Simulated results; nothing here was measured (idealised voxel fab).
Proc. module: voxel self aligned contacts
The width of the displayed cross-section, cut, is 260 nm; its cells are square, with a size of 5 nm.
A cross-section in this document is a grid of square cells, and it is written down as bands, the top band listed before the ones below it; a band is made up of one or more rows of cells.
Heights first: top, then bottom, in nm. Then materials, left to right, each with a width in nm. "edge to edge" on a single material: fills the band edge to edge. "empty": empty space.
Heights are reckoned from 0. Under this level, the received wafer is all of one material. The bottommost band is open-ended downward, for example "0 nm and below".
You'd read "30..40" like this: the band's top row of cells is as wide as the first number, its bottom row is as wide as the second, and going down, every row changes width by the same amount as the row before did.
Any step labelled "no alterations made" changed none of the cells in the cross-section.
Any empty space of 8 cells or more lacking an open way to the top shows up in "Sealed void list" as width x height at distance, distance from the left edge, in nm.
Post-settings text on a step line: simulator's own remark regarding the step.
overlay nm: right-of-plan distance of the mask on a masked step; negative values mean left-of-plan.

Below is the list of planned process steps:
step 1: RECEIVE [material Si]
step 2: CONFORMAL_DEP [material SiO2] [thk nm 5]
step 3: DIRECTIONAL_DEP [material polySi] [thk nm 30]
step 4: DIRECTIONAL_DEP [material SiN] [thk nm 20]
step 5: DIRECTIONAL_DEP [material aC] [thk nm 15]
step 6: PATTERN [tone cover] [mask id GATE] [material resist] [width nm 25] [pitch nm 55] [thk nm 35] [overlay nm 0]
step 7: DIRECTIONAL_ETCH [etch materials aC] [depth nm 15]
step 8: STRIP [etch materials resist]
step 9: DIRECTIONAL_ETCH [etch materials SiN] [depth nm 20]
step 10: DIRECTIONAL_ETCH [etch materials polySi] [depth nm 30]
step 11: STRIP [etch materials aC]
step 12: CONFORMAL_DEP [material SiN] [thk nm 5]
step 13: DIRECTIONAL_ETCH [etch materials SiN] [depth nm 5]
step 14: FILL_DEP [material SiO2] [thk nm 20]
step 15: CMP [height nm 65]
step 16: DIRECTIONAL_DEP [material aC] [thk nm 10]
step 17: PATTERN [tone open] [mask id CONTACT] [material resist] [width nm 40] [thk nm 25] [overlay nm 0]
step 18: DIRECTIONAL_ETCH [etch materials aC] [depth nm 10]
step 19: STRIP [etch materials resist]
step 20: DIRECTIONAL_ETCH [etch materials SiO2] [depth nm 65]
step 21: STRIP [etch materials aC]
step 22: CONFORMAL_DEP [material TiN] [thk nm 5]
step 23: FILL_DEP [material W] [thk nm 5]
step 24: CMP [height nm 65]
step 25: CONFORMAL_DEP [material SiCN] [thk nm 5]

As-received wafer cross-section (after step 1):
    0 nm and below | Si edge to edge
    Sealed void list: none

End-of-module cross-section of the first of two wafers, processed as planned:
    70 nm to 65 nm | SiCN edge to edge
    65 nm to 55 nm | SiO2 (110) / TiN (5..15) / W (30..10) / TiN (5..15) / SiO2 (110)
    55 nm to 35 nm | SiO2 (85) / SiN (35) / TiN (5) / W (10) / TiN (5) / SiN (35) / SiO2 (85)
    35 nm to 5 nm | SiO2 (85) / SiN (5) / polySi (25) / SiN (5) / TiN (5) / W (10) / TiN (5) / SiN (5) / polySi (25) / SiN (5) / SiO2 (85)
    5 nm to 0 nm | SiO2 (120) / TiN (20) / SiO2 (120)
    0 nm and below | Si edge to edge
    Sealed void list: none

So this is wafer number two of the two, cut at the end of the module - it started where the first did and had the same plan, we just got one thing wrong running it:
    70 nm to 65 nm | SiCN edge to edge
    65 nm to 55 nm | SiO2 (110) / TiN (5) / W (30) / TiN (5) / SiO2 (110)
    55 nm to 50 nm | SiO2 (110) / TiN (10) / W (20) / TiN (10) / SiO2 (110)
    50 nm to 35 nm | SiO2 (90) / SiN (25) / TiN (5) / W (20) / TiN (5) / SiN (25) / SiO2 (90)
    35 nm to 5 nm | SiO2 (90) / polySi (25) / TiN (5) / W (20) / TiN (5) / polySi (25) / SiO2 (90)
    5 nm to 0 nm | SiO2 (115) / TiN (30) / SiO2 (115)
    0 nm and below | Si edge to edge
    Sealed void list: none
The plan and the run diverged here: step 12 of the plan never got run, it was skipped over
FYI, end of process, the second wafer has more or fewer cells of some materials than the first: -50 SiN | +26 SiO2 | +24 W
